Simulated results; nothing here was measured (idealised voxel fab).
Process module heading - voxel capacitor over wiring
Square cell edge 5 nm, section width 155 nm, ID cut.
In this document a cross-section is written as a grid of square cells. It is given as a series of bands, listed from the top down, and a band is one or more rows of cells. Top, bottom (nm), then materials left to right with widths (nm); lone material tagged "edge to edge" fills the whole band edge to edge; "empty" = empty space. The reference from which all heights are counted is 0, the level beneath which the as-received wafer is entirely one material; the lowest band, having no lower bound, proceeds downward and is written after the example "0 nm and below". The two numbers in a width such as "30 to 40" mark its ends across the band: the first belongs to the top row of cells, the second to the bottom row, and from each row to the next the width moves by the same amount. "no alterations made" means the step left every cell of the cross-section as it was. Closed empty spaces (no open way to the top) of 8 cells or more are what "Completely sealed voids" lists, each as width x height at distance from the left edge, nm for all three. Where a step's line continues beyond its settings, the continuation is a remark by the simulator itself on that step. If you see "overlay nm" on a step's line and that step has a mask, it's telling you how far right of where it was planned the mask ended up; a negative number means it went left instead.

SO HERE'S THE LINEUP OF PROCESS STEPS WE PLANNED
step 1: RECEIVE: material Si
step 2: CONFORMAL_DEP: material SiO2, thk nm 10
step 3: CONFORMAL_DEP: material SiN, thk nm 5
step 4: DIRECTIONAL_DEP: material SiO2, thk nm 25
step 5: DIRECTIONAL_DEP: material aC, thk nm 10
step 6: PATTERN: tone open, mask id METAL_1, material resist, width nm 25, pitch nm 80, thk nm 25, overlay nm 0
step 7: DIRECTIONAL_ETCH: etch materials aC, depth nm 10
step 8: STRIP: etch materials resist
step 9: DIRECTIONAL_ETCH: etch materials SiO2, depth nm 25
step 10: DIRECTIONAL_ETCH: etch materials SiN, depth nm 5
step 11: STRIP: etch materials aC
step 12: CONFORMAL_DEP: material TiN, thk nm 5
step 13: FILL_DEP: material Cu, thk nm 5
step 14: CMP: height nm 40
step 15: CONFORMAL_DEP: material SiCN, thk nm 5
step 16: DIRECTIONAL_DEP: material lowk, thk nm 15
step 17: DIRECTIONAL_DEP: material aC, thk nm 15
step 18: PATTERN: tone open, mask id PLUG_1, material resist, width nm 15, thk nm 30, overlay nm 0
step 19: DIRECTIONAL_ETCH: etch materials aC, depth nm 15
step 20: STRIP: etch materials resist
step 21: DIRECTIONAL_ETCH: etch materials lowk, depth nm 15
step 22: DIRECTIONAL_ETCH: etch materials SiCN, depth nm 5
step 23: STRIP: etch materials aC
step 24: EPI: material Ru, thk nm 10
step 25: EPI: material Ru, thk nm 10
step 26: DIRECTIONAL_DEP: material TiN, thk nm 5
step 27: DIRECTIONAL_DEP: material Al2O3, thk nm 5
step 28: DIRECTIONAL_DEP: material TiN, thk nm 5
step 29: PATTERN: tone cover, mask id UPPER_PLATE, material resist, width nm 60, thk nm 15, overlay nm 0
step 30: DIRECTIONAL_ETCH: etch materials TiN, depth nm 5
step 31: DIRECTIONAL_ETCH: etch materials Al2O3, depth nm 5
step 32: STRIP: etch materials resist
step 33: MASKED_ETCH: tone cover, mask id LOWER_PLATE, width nm 70, etch materials TiN, depth nm 5, overlay nm 0
step 34: FILL_DEP: material SiO2, thk nm 15
step 35: CMP: height nm 85
step 36: PATTERN: tone open, mask id PLUG_2, material resist, width nm 15, thk nm 15, overlay nm 0
step 37: DIRECTIONAL_ETCH: etch materials SiO2, depth nm 10
step 38: STRIP: etch materials resist
step 39: CONFORMAL_DEP: material TiN, thk nm 5
step 40: FILL_DEP: material W, thk nm 5
step 41: CMP: height nm 85
step 42: CONFORMAL_DEP: material SiN, thk nm 5

FIRST WAFER, TWO IN TOTAL, RUN AS PLANNED

CROSS-SECTION OF THE INCOMING WAFER, STATE AFTER STEP 1
0 nm and below  Si edge to edge
Completely sealed voids: none

SECTIONAL VIEW: WAFER, AFTER STEP 2
10 nm to 0 nm  SiO2 edge to edge
Heights below 0 show no change.

SECTIONAL VIEW: WAFER, AFTER STEP 3
15 nm to 10 nm  SiN edge to edge
Heights below 10 show no change.

SECTIONAL VIEW: WAFER, AFTER STEP 4
40 nm to 15 nm  SiO2 edge to edge
Heights below 15 show no change.

SECTIONAL VIEW: WAFER, AFTER STEP 5
50 nm to 40 nm  aC edge to edge
Heights below 40 show no change.

SECTIONAL VIEW: WAFER, AFTER STEP 6
75 nm to 50 nm  25 resist; 25 empty; 55 resist; 25 empty; 25 resist
Heights below 50 show no change.

SECTIONAL VIEW: WAFER, AFTER STEP 7
65 nm to 50 nm  25 resist; 25 empty; 55 resist; 25 empty; 25 resist
50 nm to 40 nm  25 aC; 25 empty; 55 aC; 25 empty; 25 aC
Heights below 40 show no change.

SECTIONAL VIEW: WAFER, AFTER STEP 8
50 nm to 40 nm  25 aC; 25 empty; 55 aC; 25 empty; 25 aC
Heights below 40 show no change.

SECTIONAL VIEW: WAFER, AFTER STEP 9
50 nm to 40 nm  25 aC; 25 empty; 55 aC; 25 empty; 25 aC
40 nm to 15 nm  25 SiO2; 25 empty; 55 SiO2; 25 empty; 25 SiO2
Heights below 15 show no change.

SECTIONAL VIEW: WAFER, AFTER STEP 10
50 nm to 40 nm  25 aC; 25 empty; 55 aC; 25 empty; 25 aC
40 nm to 15 nm  25 SiO2; 25 empty; 55 SiO2; 25 empty; 25 SiO2
15 nm to 10 nm  25 SiN; 25 empty; 55 SiN; 25 empty; 25 SiN
Heights below 10 show no change.

SECTIONAL VIEW: WAFER, AFTER STEP 11
40 nm to 15 nm  25 SiO2; 25 empty; 55 SiO2; 25 empty; 25 SiO2
Heights below 15 show no change.

SECTIONAL VIEW: WAFER, AFTER STEP 12
45 nm to 40 nm  30 TiN; 15 empty; 65 TiN; 15 empty; 30 TiN
40 nm to 15 nm  25 SiO2; 5 TiN; 15 empty; 5 TiN; 55 SiO2; 5 TiN; 15 empty; 5 TiN; 25 SiO2
15 nm to 10 nm  25 SiN; 25 TiN; 55 SiN; 25 TiN; 25 SiN
Heights below 10 show no change.

SECTIONAL VIEW: WAFER, AFTER STEP 13
50 nm to 45 nm  Cu edge to edge
45 nm to 40 nm  30 TiN; 15 Cu; 65 TiN; 15 Cu; 30 TiN
40 nm to 15 nm  25 SiO2; 5 TiN; 15 Cu; 5 TiN; 55 SiO2; 5 TiN; 15 Cu; 5 TiN; 25 SiO2
Heights below 15 show no change.

SECTIONAL VIEW: WAFER, AFTER STEP 14
40 nm to 15 nm  25 SiO2; 5 TiN; 15 Cu; 5 TiN; 55 SiO2; 5 TiN; 15 Cu; 5 TiN; 25 SiO2
Heights below 15 show no change.

SECTIONAL VIEW: WAFER, AFTER STEP 15
45 nm to 40 nm  SiCN edge to edge
Heights below 40 show no change.

SECTIONAL VIEW: WAFER, AFTER STEP 16
60 nm to 45 nm  lowk edge to edge
Heights below 45 show no change.

SECTIONAL VIEW: WAFER, AFTER STEP 17
75 nm to 60 nm  aC edge to edge
Heights below 60 show no change.

SECTIONAL VIEW: WAFER, AFTER STEP 18
105 nm to 75 nm  35 resist; 15 empty; 105 resist
Heights below 75 show no change.

SECTIONAL VIEW: WAFER, AFTER STEP 19
90 nm to 75 nm  35 resist; 15 empty; 105 resist
75 nm to 60 nm  35 aC; 15 empty; 105 aC
Heights below 60 show no change.

SECTIONAL VIEW: WAFER, AFTER STEP 20
75 nm to 60 nm  35 aC; 15 empty; 105 aC
Heights below 60 show no change.

SECTIONAL VIEW: WAFER, AFTER STEP 21
75 nm to 60 nm  35 aC; 15 empty; 105 aC
60 nm to 45 nm  35 lowk; 15 empty; 105 lowk
Heights below 45 show no change.

SECTIONAL VIEW: WAFER, AFTER STEP 22
75 nm to 60 nm  35 aC; 15 empty; 105 aC
60 nm to 45 nm  35 lowk; 15 empty; 105 lowk
45 nm to 40 nm  35 SiCN; 15 empty; 105 SiCN
Heights below 40 show no change.

SECTIONAL VIEW: WAFER, AFTER STEP 23
60 nm to 45 nm  35 lowk; 15 empty; 105 lowk
Heights below 45 show no change.

SECTIONAL VIEW: WAFER, AFTER STEP 24
60 nm to 50 nm  35 lowk; 15 empty; 105 lowk
50 nm to 45 nm  35 lowk; 15 Ru; 105 lowk
45 nm to 40 nm  35 SiCN; 15 Ru; 105 SiCN
Heights below 40 show no change.

SECTIONAL VIEW: WAFER, AFTER STEP 25
60 nm to 45 nm  35 lowk; 15 Ru; 105 lowk
Heights below 45 show no change.

SECTIONAL VIEW: WAFER, AFTER STEP 26
65 nm to 60 nm  TiN edge to edge
Heights below 60 show no change.

SECTIONAL VIEW: WAFER, AFTER STEP 27
70 nm to 65 nm  Al2O3 edge to edge
Heights below 65 show no change.

SECTIONAL VIEW: WAFER, AFTER STEP 28
75 nm to 70 nm  TiN edge to edge
Heights below 70 show no change.

SECTIONAL VIEW: WAFER, AFTER STEP 29
90 nm to 75 nm  35 empty; 60 resist; 60 empty
Heights below 75 show no change.

SECTIONAL VIEW: WAFER, AFTER STEP 30
90 nm to 75 nm  35 empty; 60 resist; 60 empty
75 nm to 70 nm  35 empty; 60 TiN; 60 empty
Heights below 70 show no change.

SECTIONAL VIEW: WAFER, AFTER STEP 31
90 nm to 75 nm  35 empty; 60 resist; 60 empty
75 nm to 70 nm  35 empty; 60 TiN; 60 empty
70 nm to 65 nm  35 empty; 60 Al2O3; 60 empty
Heights below 65 show no change.

SECTIONAL VIEW: WAFER, AFTER STEP 32
75 nm to 70 nm  35 empty; 60 TiN; 60 empty
Heights below 70 show no change.

SECTIONAL VIEW: WAFER, AFTER STEP 33
75 nm to 70 nm  35 empty; 60 TiN; 60 empty
70 nm to 65 nm  35 empty; 60 Al2O3; 60 empty
65 nm to 60 nm  30 empty; 70 TiN; 55 empty
Heights below 60 show no change.

SECTIONAL VIEW: WAFER, AFTER STEP 34
90 nm to 75 nm  SiO2 edge to edge
75 nm to 70 nm  35 SiO2; 60 TiN; 60 SiO2
70 nm to 65 nm  35 SiO2; 60 Al2O3; 60 SiO2
65 nm to 60 nm  30 SiO2; 70 TiN; 55 SiO2
Heights below 60 show no change.

SECTIONAL VIEW: WAFER, AFTER STEP 35
85 nm to 75 nm  SiO2 edge to edge
Heights below 75 show no change.

SECTIONAL VIEW: WAFER, AFTER STEP 36
100 nm to 85 nm  45 resist; 15 empty; 95 resist
Heights below 85 show no change.

SECTIONAL VIEW: WAFER, AFTER STEP 37
100 nm to 85 nm  45 resist; 15 empty; 95 resist
85 nm to 75 nm  45 SiO2; 15 empty; 95 SiO2
Heights below 75 show no change.

SECTIONAL VIEW: WAFER, AFTER STEP 38
85 nm to 75 nm  45 SiO2; 15 empty; 95 SiO2
Heights below 75 show no change.

SECTIONAL VIEW: WAFER, AFTER STEP 39
90 nm to 85 nm  50 TiN; 5 empty; 100 TiN
85 nm to 80 nm  45 SiO2; 5 TiN; 5 empty; 5 TiN; 95 SiO2
80 nm to 70 nm  45 to 35 SiO2; 15 to 60 TiN; 95 to 60 SiO2
Heights below 70 show no change.

SECTIONAL VIEW: WAFER, AFTER STEP 40
95 nm to 90 nm  W edge to edge
90 nm to 85 nm  50 TiN; 5 W; 100 TiN
85 nm to 80 nm  45 SiO2; 5 TiN; 5 W; 5 TiN; 95 SiO2
Heights below 80 show no change.

SECTIONAL VIEW: WAFER, AFTER STEP 41
85 nm to 80 nm  45 SiO2; 5 TiN; 5 W; 5 TiN; 95 SiO2
Heights below 80 show no change.

SECTIONAL VIEW: WAFER, AFTER STEP 42
90 nm to 85 nm  SiN edge to edge
Heights below 85 show no change.

THE SECOND WAFER: COMMON ORIGIN AND PLAN, ONE MISTAKE IN EXECUTION, IDENTICAL TO THE FIRST THROUGH STEP 14

CROSS-SECTION OF THE SECOND WAFER AT THE TIME BY WHICH STEP 15 SHOULD HAVE BEEN COMPLETED ACCORDING TO THE PLAN
55 nm to 40 nm  SiCN edge to edge
Heights below 40 show no change.

CROSS-SECTION OF THE SECOND WAFER AT THE TIME BY WHICH STEP 16 SHOULD HAVE BEEN COMPLETED ACCORDING TO THE PLAN
70 nm to 55 nm  lowk edge to edge
Heights below 55 show no change.

CROSS-SECTION OF THE SECOND WAFER AT THE TIME BY WHICH STEP 17 SHOULD HAVE BEEN COMPLETED ACCORDING TO THE PLAN
85 nm to 70 nm  aC edge to edge
Heights below 70 show no change.

CROSS-SECTION OF THE SECOND WAFER AT THE TIME BY WHICH STEP 18 SHOULD HAVE BEEN COMPLETED ACCORDING TO THE PLAN
115 nm to 85 nm  35 resist; 15 empty; 105 resist
Heights below 85 show no change.

CROSS-SECTION OF THE SECOND WAFER AT THE TIME BY WHICH STEP 19 SHOULD HAVE BEEN COMPLETED ACCORDING TO THE PLAN
100 nm to 85 nm  35 resist; 15 empty; 105 resist
85 nm to 70 nm  35 aC; 15 empty; 105 aC
Heights below 70 show no change.

CROSS-SECTION OF THE SECOND WAFER AT THE TIME BY WHICH STEP 20 SHOULD HAVE BEEN COMPLETED ACCORDING TO THE PLAN
85 nm to 70 nm  35 aC; 15 empty; 105 aC
Heights below 70 show no change.

CROSS-SECTION OF THE SECOND WAFER AT THE TIME BY WHICH STEP 21 SHOULD HAVE BEEN COMPLETED ACCORDING TO THE PLAN
85 nm to 70 nm  35 aC; 15 empty; 105 aC
70 nm to 55 nm  35 lowk; 15 empty; 105 lowk
Heights below 55 show no change.

CROSS-SECTION OF THE SECOND WAFER AT THE TIME BY WHICH STEP 22 SHOULD HAVE BEEN COMPLETED ACCORDING TO THE PLAN
85 nm to 70 nm  35 aC; 15 empty; 105 aC
70 nm to 55 nm  35 lowk; 15 empty; 105 lowk
55 nm to 50 nm  35 SiCN; 15 empty; 105 SiCN
Heights below 50 show no change.

CROSS-SECTION OF THE SECOND WAFER AT THE TIME BY WHICH STEP 23 SHOULD HAVE BEEN COMPLETED ACCORDING TO THE PLAN
70 nm to 55 nm  35 lowk; 15 empty; 105 lowk
Heights below 55 show no change.

Cross-section of the second wafer at the time by which step 24 should have been completed according to the plan: no alterations made

Cross-section of the second wafer at the time by which step 25 should have been completed according to the plan: no alterations made

CROSS-SECTION OF THE SECOND WAFER AT THE TIME BY WHICH STEP 26 SHOULD HAVE BEEN COMPLETED ACCORDING TO THE PLAN
75 nm to 70 nm  35 TiN; 15 empty; 105 TiN
70 nm to 55 nm  35 lowk; 15 empty; 105 lowk
55 nm to 50 nm  35 SiCN; 15 TiN; 105 SiCN
Heights below 50 show no change.

CROSS-SECTION OF THE SECOND WAFER AT THE TIME BY WHICH STEP 27 SHOULD HAVE BEEN COMPLETED ACCORDING TO THE PLAN
80 nm to 75 nm  35 Al2O3; 15 empty; 105 Al2O3
75 nm to 70 nm  35 TiN; 15 empty; 105 TiN
70 nm to 60 nm  35 lowk; 15 empty; 105 lowk
60 nm to 55 nm  35 lowk; 15 Al2O3; 105 lowk
Heights below 55 show no change.

CROSS-SECTION OF THE SECOND WAFER AT THE TIME BY WHICH STEP 28 SHOULD HAVE BEEN COMPLETED ACCORDING TO THE PLAN
85 nm to 80 nm  35 TiN; 15 empty; 105 TiN
80 nm to 75 nm  35 Al2O3; 15 empty; 105 Al2O3
75 nm to 70 nm  35 TiN; 15 empty; 105 TiN
70 nm to 65 nm  35 lowk; 15 empty; 105 lowk
65 nm to 60 nm  35 lowk; 15 TiN; 105 lowk
Heights below 60 show no change.

CROSS-SECTION OF THE SECOND WAFER AT THE TIME BY WHICH STEP 29 SHOULD HAVE BEEN COMPLETED ACCORDING TO THE PLAN
100 nm to 85 nm  35 empty; 60 resist; 60 empty
85 nm to 80 nm  35 TiN; 15 resist; 105 TiN
80 nm to 75 nm  35 Al2O3; 15 resist; 105 Al2O3
75 nm to 70 nm  35 TiN; 15 resist; 105 TiN
70 nm to 65 nm  35 lowk; 15 resist; 105 lowk
Heights below 65 show no change.

CROSS-SECTION OF THE SECOND WAFER AT THE TIME BY WHICH STEP 30 SHOULD HAVE BEEN COMPLETED ACCORDING TO THE PLAN
100 nm to 85 nm  35 empty; 60 resist; 60 empty
85 nm to 80 nm  35 empty; 15 resist; 45 TiN; 60 empty
Heights below 80 show no change.

CROSS-SECTION OF THE SECOND WAFER AT THE TIME BY WHICH STEP 31 SHOULD HAVE BEEN COMPLETED ACCORDING TO THE PLAN
100 nm to 85 nm  35 empty; 60 resist; 60 empty
85 nm to 80 nm  35 empty; 15 resist; 45 TiN; 60 empty
80 nm to 75 nm  35 empty; 15 resist; 45 Al2O3; 60 empty
Heights below 75 show no change.

CROSS-SECTION OF THE SECOND WAFER AT THE TIME BY WHICH STEP 32 SHOULD HAVE BEEN COMPLETED ACCORDING TO THE PLAN
85 nm to 80 nm  50 empty; 45 TiN; 60 empty
80 nm to 75 nm  50 empty; 45 Al2O3; 60 empty
75 nm to 70 nm  35 TiN; 15 empty; 105 TiN
70 nm to 65 nm  35 lowk; 15 empty; 105 lowk
Heights below 65 show no change.

CROSS-SECTION OF THE SECOND WAFER AT THE TIME BY WHICH STEP 33 SHOULD HAVE BEEN COMPLETED ACCORDING TO THE PLAN
85 nm to 80 nm  50 empty; 45 TiN; 60 empty
80 nm to 75 nm  50 empty; 45 Al2O3; 60 empty
75 nm to 70 nm  30 empty; 5 TiN; 15 empty; 50 TiN; 55 empty
Heights below 70 show no change.

CROSS-SECTION OF THE SECOND WAFER AT THE TIME BY WHICH STEP 34 SHOULD HAVE BEEN COMPLETED ACCORDING TO THE PLAN
100 nm to 85 nm  SiO2 edge to edge
85 nm to 80 nm  50 SiO2; 45 TiN; 60 SiO2
80 nm to 75 nm  50 SiO2; 45 Al2O3; 60 SiO2
75 nm to 70 nm  30 SiO2; 5 TiN; 15 SiO2; 50 TiN; 55 SiO2
70 nm to 65 nm  35 lowk; 15 SiO2; 105 lowk
Heights below 65 show no change.

CROSS-SECTION OF THE SECOND WAFER AT THE TIME BY WHICH STEP 35 SHOULD HAVE BEEN COMPLETED ACCORDING TO THE PLAN
85 nm to 80 nm  50 SiO2; 45 TiN; 60 SiO2
Heights below 80 show no change.

CROSS-SECTION OF THE SECOND WAFER AT THE TIME BY WHICH STEP 36 SHOULD HAVE BEEN COMPLETED ACCORDING TO THE PLAN
100 nm to 85 nm  45 resist; 15 empty; 95 resist
Heights below 85 show no change.

CROSS-SECTION OF THE SECOND WAFER AT THE TIME BY WHICH STEP 37 SHOULD HAVE BEEN COMPLETED ACCORDING TO THE PLAN
100 nm to 85 nm  45 resist; 15 empty; 95 resist
85 nm to 80 nm  45 SiO2; 5 empty; 45 TiN; 60 SiO2
80 nm to 75 nm  45 SiO2; 5 empty; 45 Al2O3; 60 SiO2
Heights below 75 show no change.

CROSS-SECTION OF THE SECOND WAFER AT THE TIME BY WHICH STEP 38 SHOULD HAVE BEEN COMPLETED ACCORDING TO THE PLAN
85 nm to 80 nm  45 SiO2; 5 empty; 45 TiN; 60 SiO2
Heights below 80 show no change.

CROSS-SECTION OF THE SECOND WAFER AT THE TIME BY WHICH STEP 39 SHOULD HAVE BEEN COMPLETED ACCORDING TO THE PLAN
90 nm to 85 nm  TiN edge to edge
85 nm to 80 nm  45 SiO2; 50 TiN; 60 SiO2
80 nm to 75 nm  45 SiO2; 5 TiN; 45 Al2O3; 60 SiO2
Heights below 75 show no change.

CROSS-SECTION OF THE SECOND WAFER AT THE TIME BY WHICH STEP 40 SHOULD HAVE BEEN COMPLETED ACCORDING TO THE PLAN
95 nm to 90 nm  W edge to edge
Heights below 90 show no change.

CROSS-SECTION OF THE SECOND WAFER AT THE TIME BY WHICH STEP 41 SHOULD HAVE BEEN COMPLETED ACCORDING TO THE PLAN
85 nm to 80 nm  45 SiO2; 50 TiN; 60 SiO2
Heights below 80 show no change.

CROSS-SECTION OF THE SECOND WAFER AT THE TIME BY WHICH STEP 42 SHOULD HAVE BEEN COMPLETED ACCORDING TO THE PLAN
90 nm to 85 nm  SiN edge to edge
Heights below 85 show no change.
Diagnosis: the process deviated at step 15: the operation and settings actually run there were CONFORMAL_DEP: material SiCN, thk nm 15
Wafer comparison, final, in cells, second relative to first, materials more or fewer: Ru: 12 fewer; SiCN: 62 more; SiO2: 46 fewer; TiN: 3 fewer; W: 1 fewer
